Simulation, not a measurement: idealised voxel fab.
Herein follows the process module entitled voxel spacer lines.
For reference, the cross-section in this document is cut, with width 190 nm and square cells of 5 nm.
Cross-section = grid of square cells, listed top down in bands; band = one or more rows.
Heights first: top, then bottom, in nm. Then materials, left to right, each with a width in nm. "edge to edge" on a single material: fills the band edge to edge. "blank": empty space.
For the purposes of this specification, 0 denotes the height below which the wafer in its as-received condition is composed wholly of one material, and the lowermost band, lacking a lower limit, extends downward without end, as expressed in "0 -> down".
The notation "30->40" denotes a width that varies across the rows of cells in the band, beginning at the first number in the top row, finishing at the second number in the bottom row, and changing by an identical amount from each row to the next.
When a step is marked "remains unaltered", none of the cells in the cross-section changed during that step.
"Enclosed voids" contains a list of empty spaces, each no smaller than 8 cells and without an open way to the top, written in the form width x height at distance with the distance from the left edge and all three in nm.
Text after the settings on a step's line: the simulator's own remark on that step.
"overlay nm" on a masked step: distance the mask lay right of its planned place, negative for left.
Listed below are the process steps as planned
| 1 | RECEIVE with material Si |
| 2 | CONFORMAL_DEP with material Al2O3, thk nm 5 |
| 3 | DIRECTIONAL_DEP with material TiN, thk nm 15 |
| 4 | DIRECTIONAL_DEP with material aC, thk nm 20 |
| 5 | PATTERN with tone cover, mask id MANDREL, material resist, width nm 15, pitch nm 50, thk nm 30, overlay nm 0 |
| 6 | DIRECTIONAL_ETCH with etch materials aC, depth nm 20 |
| 7 | STRIP with etch materials resist |
| 8 | CONFORMAL_DEP with material SiN, thk nm 10 |
| 9 | DIRECTIONAL_ETCH with etch materials SiN, depth nm 10 |
| 10 | STRIP with etch materials aC |
| 11 | DIRECTIONAL_ETCH with etch materials TiN, depth nm 15 |
| 12 | STRIP with etch materials SiN |
For clarity, it should be stated that the wafers under discussion commence in an identical condition and differ with respect to the thk nm of step 2, the plan indicating the value that the first wafer had.
The first of several wafers as received, shown in cross-section; this is its state after step 1
  0 -> down | Si edge to edge
  Enclosed voids: none
Cross-sectional representation of the first of several wafers at the end of the module, i.e. after its terminal step, step 12
  20 -> 5 | 50 blank, then 10 TiN, then 15 blank, then 10 TiN, then 15 blank, then 10 TiN, then 15 blank, then 10 TiN, then 55 blank
  5 -> 0 | Al2O3 edge to edge
  0 -> down | Si edge to edge
  Enclosed voids: none
last wafer at the end
  35 -> 20 | 50 blank, then 10 TiN, then 15 blank, then 10 TiN, then 15 blank, then 10 TiN, then 15 blank, then 10 TiN, then 55 blank
  20 -> 0 | Al2O3 edge to edge
  0 -> down | Si edge to edge
  Enclosed voids: none
Take any row and you have a wafer at the end of the module: how many cells of each material it has gained (+) or lost (-) since it was received, and then its closed voids
thk nm 5, +38 Al2O3, +24 TiN, Enclosed voids: none
thk nm 10, +76 Al2O3, +24 TiN, Enclosed voids: none
thk nm 15, +114 Al2O3, +24 TiN, Enclosed voids: none
thk nm 20, +152 Al2O3, +24 TiN, Enclosed voids: none
